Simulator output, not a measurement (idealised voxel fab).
The name of this process module is voxel gate over fins.
Shown is cross-section cut, with a width of 205 nm and square cells of size 5 nm.
Format of a cross-section: grid, square cells. Given as bands. Order: top down. Band: one or more rows of cells.
Per band: top height and bottom height in nm, followed by the left-to-right materials and their widths in nm; "edge to edge" marks a single material spanning edge to edge, "air" marks empty space.
Measure heights from 0. That's the level where, below it, the as-received wafer is all one material. The lowest band is bottomless and extends downward; write it as in "from 0 down".
It should be noted that a width expressed as "30..40" varies in equal increments from row to row of cells within the band, taking the value of the first number at the top row and that of the second number at the bottom row.
"no alteration" (step): cross-section cells unchanged, all of them.
This entry, "Trapped cavities", enumerates those empty regions of no fewer than 8 cells that possess no open connection to the top. Each region is reported in the form width x height at distance, the distance being taken from the left edge, with all three quantities expressed in nm.
What comes after the settings on a step's line is commentary from the simulator itself on that step.
overlay nm: for a step with a mask, the amount by which the mask lay right of where it was planned; a negative amount means left of it.

The steps planned for the process are as follows
1. op RECEIVE | material Si
2. op CONFORMAL_DEP | material SiN | thk nm 10
3. op DIRECTIONAL_DEP | material aC | thk nm 10
4. op PATTERN | tone cover | mask id FINS | material resist | width nm 15 | pitch nm 40 | thk nm 25 | overlay nm 0
5. op DIRECTIONAL_ETCH | etch materials aC | depth nm 10
6. op STRIP | etch materials resist
7. op DIRECTIONAL_ETCH | etch materials SiN | depth nm 10
8. op DIRECTIONAL_ETCH | etch materials Si | depth nm 40
9. op STRIP | etch materials aC
10. op OXIDIZE | depth nm 5
11. op FILL_DEP | material SiO2 | thk nm 15
12. op CMP | height nm 10
13. op SELECTIVE_ETCH | etch materials SiO2 | depth nm 20
14. op STRIP | etch materials SiN
15. op CONFORMAL_DEP | material HfO2 | thk nm 5
16. op CONFORMAL_DEP | material TiN | thk nm 5
17. op FILL_DEP | material W | thk nm 10
18. op CMP | height nm 15
19. op CONFORMAL_DEP | material SiCN | thk nm 5

Below: the first of two wafers, run as planned

Delivered wafer in cross-section: state after step 1
  from 0 down: Si edge to edge
  Trapped cavities: none

Cross-section of the wafer subsequent to step 2
  from 10 to 0: SiN edge to edge
  Below 0, no change.

Cross-section of the wafer subsequent to step 3
  from 20 to 10: aC edge to edge
  Below 10, no change.

Cross-section of the wafer subsequent to step 4
  from 45 to 20: air: 35  resist: 15  air: 25  resist: 15  air: 25  resist: 15  air: 25  resist: 15  air: 35
  Below 20, no change.

Cross-section of the wafer subsequent to step 5
  from 35 to 20: air: 35  resist: 15  air: 25  resist: 15  air: 25  resist: 15  air: 25  resist: 15  air: 35
  from 20 to 10: air: 35  aC: 15  air: 25  aC: 15  air: 25  aC: 15  air: 25  aC: 15  air: 35
  Below 10, no change.

Cross-section of the wafer subsequent to step 6
  from 20 to 10: air: 35  aC: 15  air: 25  aC: 15  air: 25  aC: 15  air: 25  aC: 15  air: 35
  Below 10, no change.

Cross-section of the wafer subsequent to step 7
  from 20 to 10: air: 35  aC: 15  air: 25  aC: 15  air: 25  aC: 15  air: 25  aC: 15  air: 35
  from 10 to 0: air: 35  SiN: 15  air: 25  SiN: 15  air: 25  SiN: 15  air: 25  SiN: 15  air: 35
  Below 0, no change.

Cross-section of the wafer subsequent to step 8
  from 20 to 10: air: 35  aC: 15  air: 25  aC: 15  air: 25  aC: 15  air: 25  aC: 15  air: 35
  from 10 to 0: air: 35  SiN: 15  air: 25  SiN: 15  air: 25  SiN: 15  air: 25  SiN: 15  air: 35
  from 0 to -40: air: 35  Si: 15  air: 25  Si: 15  air: 25  Si: 15  air: 25  Si: 15  air: 35
  Below -40, no change.

Cross-section of the wafer subsequent to step 9
  from 10 to 0: air: 35  SiN: 15  air: 25  SiN: 15  air: 25  SiN: 15  air: 25  SiN: 15  air: 35
  Below 0, no change.

Cross-section of the wafer subsequent to step 10
  from 10 to 0: air: 35  SiN: 15  air: 25  SiN: 15  air: 25  SiN: 15  air: 25  SiN: 15  air: 35
  from 0 to -40: air: 35  SiO2: 5  Si: 5  SiO2: 5  air: 25  SiO2: 5  Si: 5  SiO2: 5  air: 25  SiO2: 5  Si: 5  SiO2: 5  air: 25  SiO2: 5  Si: 5  SiO2: 5  air: 35
  from -40 to -45: SiO2: 40  Si: 5  SiO2: 35  Si: 5  SiO2: 35  Si: 5  SiO2: 35  Si: 5  SiO2: 40
  Below -45, no change.

Cross-section of the wafer subsequent to step 11
  from 25 to 10: SiO2 edge to edge
  from 10 to 0: SiO2: 35  SiN: 15  SiO2: 25  SiN: 15  SiO2: 25  SiN: 15  SiO2: 25  SiN: 15  SiO2: 35
  from 0 to -45: SiO2: 40  Si: 5  SiO2: 35  Si: 5  SiO2: 35  Si: 5  SiO2: 35  Si: 5  SiO2: 40
  Below -45, no change.

Cross-section of the wafer subsequent to step 12
  from 10 to 0: SiO2: 35  SiN: 15  SiO2: 25  SiN: 15  SiO2: 25  SiN: 15  SiO2: 25  SiN: 15  SiO2: 35
  Below 0, no change.

Cross-section of the wafer subsequent to step 13
  from 10 to 0: air: 35  SiN: 15  air: 25  SiN: 15  air: 25  SiN: 15  air: 25  SiN: 15  air: 35
  from 0 to -10: air: 40  Si: 5  air: 35  Si: 5  air: 35  Si: 5  air: 35  Si: 5  air: 40
  Below -10, no change.

Cross-section of the wafer subsequent to step 14
  from 0 to -10: air: 40  Si: 5  air: 35  Si: 5  air: 35  Si: 5  air: 35  Si: 5  air: 40
  Below -10, no change.

Cross-section of the wafer subsequent to step 15
  from 5 to 0: air: 35  HfO2: 15  air: 25  HfO2: 15  air: 25  HfO2: 15  air: 25  HfO2: 15  air: 35
  from 0 to -5: air: 35  HfO2: 5  Si: 5  HfO2: 5  air: 25  HfO2: 5  Si: 5  HfO2: 5  air: 25  HfO2: 5  Si: 5  HfO2: 5  air: 25  HfO2: 5  Si: 5  HfO2: 5  air: 35
  from -5 to -10: HfO2: 40  Si: 5  HfO2: 35  Si: 5  HfO2: 35  Si: 5  HfO2: 35  Si: 5  HfO2: 40
  Below -10, no change.

Cross-section of the wafer subsequent to step 16
  from 10 to 5: air: 30  TiN: 25  air: 15  TiN: 25  air: 15  TiN: 25  air: 15  TiN: 25  air: 30
  from 5 to 0: air: 30  TiN: 5  HfO2: 15  TiN: 5  air: 15  TiN: 5  HfO2: 15  TiN: 5  air: 15  TiN: 5  HfO2: 15  TiN: 5  air: 15  TiN: 5  HfO2: 15  TiN: 5  air: 30
  from 0 to -5: TiN: 35  HfO2: 5  Si: 5  HfO2: 5  TiN: 25  HfO2: 5  Si: 5  HfO2: 5  TiN: 25  HfO2: 5  Si: 5  HfO2: 5  TiN: 25  HfO2: 5  Si: 5  HfO2: 5  TiN: 35
  Below -5, no change.

Cross-section of the wafer subsequent to step 17
  from 20 to 10: W edge to edge
  from 10 to 5: W: 30  TiN: 25  W: 15  TiN: 25  W: 15  TiN: 25  W: 15  TiN: 25  W: 30
  from 5 to 0: W: 30  TiN: 5  HfO2: 15  TiN: 5  W: 15  TiN: 5  HfO2: 15  TiN: 5  W: 15  TiN: 5  HfO2: 15  TiN: 5  W: 15  TiN: 5  HfO2: 15  TiN: 5  W: 30
  Below 0, no change.

Cross-section of the wafer subsequent to step 18
  from 15 to 10: W edge to edge
  Below 10, no change.

Cross-section of the wafer subsequent to step 19
  from 20 to 15: SiCN edge to edge
  Below 15, no change.

Wafer two. Same start, same plan, one slip in execution. Same as wafer one through step 18, inclusive

Second wafer: cross-section at the scheduled end of step 19
  from 20 to 15: SiO2 edge to edge
  Below 15, no change.
what went wrong: for step 19, the planned setting was not used; the step was instead run as op CONFORMAL_DEP | material SiO2 | thk nm 5
Wafer comparison, final, in cells, second relative to first, materials more or fewer: SiCN: 41 fewer, SiO2: 41 more
